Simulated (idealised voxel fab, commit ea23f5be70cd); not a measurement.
Title: Process Module voxel spacer lines
Cross-section cut: width 260 nm, square cells of 5 nm.
Cross-section layout: square cells on a grid; listed as bands, top to bottom; a band spans one or more cell rows.
Top, bottom (nm), then materials left to right with widths (nm); lone material tagged "throughout" fills the whole band edge to edge; "empty" = empty space.
All heights in this document are referenced to 0, defined as the level beneath which the wafer, as received, consists entirely of one material. The lowest band is not bounded below; it extends indefinitely downward and is written in the form "0..down".
When a width is written as two numbers, as in "30..40", the first number is the width in the top row of cells of the band and the second is the width in its bottom row, and the width changes by the same amount from each row to the next.
Where the words "changes: none" appear for a step, the cross-section shows no cell changed by that step; every cell remained as before.
Closed voids list: empty space of 8 cells or more with no open way to the top, each as width x height at its distance from the left edge, in nm
That trailing text on a step's line, after the settings, is the simulator's own remark on the step.
overlay nm: where the mask lay relative to plan, measured to the right, on steps with a mask; negatives go left.
[Process steps foreseen in the plan]
1,RECEIVE,material Si
2,CONFORMAL_DEP,material SiO2,thk nm 5
3,DIRECTIONAL_DEP,material TiN,thk nm 15
4,DIRECTIONAL_DEP,material aC,thk nm 25
5,PATTERN,tone cover,mask id MANDREL,material resist,width nm 25,pitch nm 80,thk nm 35,overlay nm 0
6,DIRECTIONAL_ETCH,etch materials aC,depth nm 25
7,STRIP,etch materials resist
8,CONFORMAL_DEP,material SiN,thk nm 15
9,DIRECTIONAL_ETCH,etch materials SiN,depth nm 15
10,STRIP,etch materials aC
11,DIRECTIONAL_ETCH,etch materials TiN,depth nm 15
12,STRIP,etch materials SiN
[Received-state cross-section, reflecting completion of step 1]
    0..down | Si throughout
    Closed voids list: none
[Look at the cross-section after the module: the wafer started out the way shown above and the plan was the one shown above, yet one mistake was made along the way]
    35..20 | empty (20), TiN (15), empty (25), TiN (15), empty (25), TiN (15), empty (25), TiN (15), empty (25), TiN (15), empty (25), TiN (15), empty (25)
    20..5 | TiN throughout
    5..0 | SiO2 throughout
    0..down | Si throughout
    Closed voids list: none
Short version of what went wrong: the plan's step 3 ran twice
